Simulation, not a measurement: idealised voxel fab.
The document below concerns the process module designated voxel tone inversion.
Square cell edge 5 nm, section width 175 nm, ID cut.
Square cells in a grid make up a cross-section in this document, and the grid is given as bands, listed from the top down, each one or more rows of cells. Look at the band entry: it leads with the top's height and the bottom's height in nm. Then it lists the materials left to right, with a width in nm for each. The word "full width" on a single material says that material fills the band edge to edge. The word "blank" is empty space. Where do heights start? At 0: under that level the wafer as delivered is made of one material only. And the lowest band has no floor; it just carries on downward, as in "0 nm and below". With a width like "30 to 40", each row of cells in the band differs from the next by the same amount, the top row carrying the first number and the bottom row the second. "nothing different" for a step: no cell of the cross-section changed in that step. What "Sealed-off cavities" gives you is every empty space of 8 cells or more that is cut off from the top. Each appears as width x height at distance, with the distance taken from the left edge and width, height and distance all in nm. The remark found on a step's line after its settings is issued by the simulator itself and pertains to that step. If you see "overlay nm" on a step's line and that step has a mask, it's telling you how far right of where it was planned the mask ended up; a negative number means it went left instead.

# Listed below are the process steps as planned
- 1: RECEIVE,material Si
- 2: CONFORMAL_DEP,material SiN,thk nm 5
- 3: DIRECTIONAL_DEP,material aC,thk nm 20
- 4: PATTERN,tone cover,mask id POSTS,material resist,width nm 25,pitch nm 40,thk nm 25,overlay nm 0
- 5: DIRECTIONAL_ETCH,etch materials aC,depth nm 20
- 6: STRIP,etch materials resist
- 7: FILL_DEP,material SiO2,thk nm 10
- 8: CMP,height nm 25
- 9: STRIP,etch materials aC
- 10: CONFORMAL_DEP,material TiN,thk nm 5
- 11: FILL_DEP,material Cu,thk nm 5
- 12: CMP,height nm 25
- 13: CONFORMAL_DEP,material SiN,thk nm 5

# Of two wafers, the first: run according to plan

# Cross-section of the wafer as it came to us, i.e., already through step 1
	0 nm and below: Si full width
	Sealed-off cavities: none

# Take a look at the wafer's cross-section after step 2
	5 nm to 0 nm: SiN full width
	Everything under 0 stays put, no change at all.

# Take a look at the wafer's cross-section after step 3
	25 nm to 5 nm: aC full width
	Everything under 5 stays put, no change at all.

# Take a look at the wafer's cross-section after step 4
	50 nm to 25 nm: 15 of blank; 25 of resist; 15 of blank; 25 of resist; 15 of blank; 25 of resist; 15 of blank; 25 of resist; 15 of blank
	Everything under 25 stays put, no change at all.

# Take a look at the wafer's cross-section after step 5
	30 nm to 25 nm: 15 of blank; 25 of resist; 15 of blank; 25 of resist; 15 of blank; 25 of resist; 15 of blank; 25 of resist; 15 of blank
	25 nm to 5 nm: 15 of blank; 25 of aC; 15 of blank; 25 of aC; 15 of blank; 25 of aC; 15 of blank; 25 of aC; 15 of blank
	Everything under 5 stays put, no change at all.

# Take a look at the wafer's cross-section after step 6
	25 nm to 5 nm: 15 of blank; 25 of aC; 15 of blank; 25 of aC; 15 of blank; 25 of aC; 15 of blank; 25 of aC; 15 of blank
	Everything under 5 stays put, no change at all.

# Take a look at the wafer's cross-section after step 7
	35 nm to 25 nm: SiO2 full width
	25 nm to 5 nm: 15 of SiO2; 25 of aC; 15 of SiO2; 25 of aC; 15 of SiO2; 25 of aC; 15 of SiO2; 25 of aC; 15 of SiO2
	Everything under 5 stays put, no change at all.

# Take a look at the wafer's cross-section after step 8
	25 nm to 5 nm: 15 of SiO2; 25 of aC; 15 of SiO2; 25 of aC; 15 of SiO2; 25 of aC; 15 of SiO2; 25 of aC; 15 of SiO2
	Everything under 5 stays put, no change at all.

# Take a look at the wafer's cross-section after step 9
	25 nm to 5 nm: 15 of SiO2; 25 of blank; 15 of SiO2; 25 of blank; 15 of SiO2; 25 of blank; 15 of SiO2; 25 of blank; 15 of SiO2
	Everything under 5 stays put, no change at all.

# Take a look at the wafer's cross-section after step 10
	30 nm to 25 nm: 20 of TiN; 15 of blank; 25 of TiN; 15 of blank; 25 of TiN; 15 of blank; 25 of TiN; 15 of blank; 20 of TiN
	25 nm to 10 nm: 15 of SiO2; 5 of TiN; 15 of blank; 5 of TiN; 15 of SiO2; 5 of TiN; 15 of blank; 5 of TiN; 15 of SiO2; 5 of TiN; 15 of blank; 5 of TiN; 15 of SiO2; 5 of TiN; 15 of blank; 5 of TiN; 15 of SiO2
	10 nm to 5 nm: 15 of SiO2; 25 of TiN; 15 of SiO2; 25 of TiN; 15 of SiO2; 25 of TiN; 15 of SiO2; 25 of TiN; 15 of SiO2
	Everything under 5 stays put, no change at all.

# Take a look at the wafer's cross-section after step 11
	35 nm to 30 nm: Cu full width
	30 nm to 25 nm: 20 of TiN; 15 of Cu; 25 of TiN; 15 of Cu; 25 of TiN; 15 of Cu; 25 of TiN; 15 of Cu; 20 of TiN
	25 nm to 10 nm: 15 of SiO2; 5 of TiN; 15 of Cu; 5 of TiN; 15 of SiO2; 5 of TiN; 15 of Cu; 5 of TiN; 15 of SiO2; 5 of TiN; 15 of Cu; 5 of TiN; 15 of SiO2; 5 of TiN; 15 of Cu; 5 of TiN; 15 of SiO2
	Everything under 10 stays put, no change at all.

# Take a look at the wafer's cross-section after step 12
	25 nm to 10 nm: 15 of SiO2; 5 of TiN; 15 of Cu; 5 of TiN; 15 of SiO2; 5 of TiN; 15 of Cu; 5 of TiN; 15 of SiO2; 5 of TiN; 15 of Cu; 5 of TiN; 15 of SiO2; 5 of TiN; 15 of Cu; 5 of TiN; 15 of SiO2
	Everything under 10 stays put, no change at all.

# Take a look at the wafer's cross-section after step 13
	30 nm to 25 nm: SiN full width
	Everything under 25 stays put, no change at all.

# Second of two: same start, same plan, one run error; steps up to and including 2 match the first

# At the planned end of step 3, the second wafer in cross-section
	25 nm to 5 nm: SiO2 full width
	Everything under 5 stays put, no change at all.

# At the planned end of step 4, the second wafer in cross-section
	50 nm to 25 nm: 15 of blank; 25 of resist; 15 of blank; 25 of resist; 15 of blank; 25 of resist; 15 of blank; 25 of resist; 15 of blank
	Everything under 25 stays put, no change at all.

# At the planned end of step 5, the second wafer in cross-section
	30 nm to 25 nm: 15 of blank; 25 of resist; 15 of blank; 25 of resist; 15 of blank; 25 of resist; 15 of blank; 25 of resist; 15 of blank
	Everything under 25 stays put, no change at all.

# At the planned end of step 6, the second wafer in cross-section
	25 nm to 5 nm: SiO2 full width
	Everything under 5 stays put, no change at all.

# At the planned end of step 7, the second wafer in cross-section
	35 nm to 5 nm: SiO2 full width
	Everything under 5 stays put, no change at all.

# At the planned end of step 8, the second wafer in cross-section
	25 nm to 5 nm: SiO2 full width
	Everything under 5 stays put, no change at all.

At the planned end of step 9, the second wafer in cross-section: nothing different

# At the planned end of step 10, the second wafer in cross-section
	30 nm to 25 nm: TiN full width
	Everything under 25 stays put, no change at all.

# At the planned end of step 11, the second wafer in cross-section
	35 nm to 30 nm: Cu full width
	Everything under 30 stays put, no change at all.

# At the planned end of step 12, the second wafer in cross-section
	25 nm to 5 nm: SiO2 full width
	Everything under 5 stays put, no change at all.

# At the planned end of step 13, the second wafer in cross-section
	30 nm to 25 nm: SiN full width
	Everything under 25 stays put, no change at all.
Heads up, the wafer didn't run the way we planned it: it should be noted that step 3 was executed with settings other than those planned, the operation and settings actually applied being DIRECTIONAL_DEP,material SiO2,thk nm 20
Looking at both finished wafers in cells, the second ends up ahead of or behind the first on some materials: 36 fewer of Cu | 80 more of SiO2 | 44 fewer of TiN
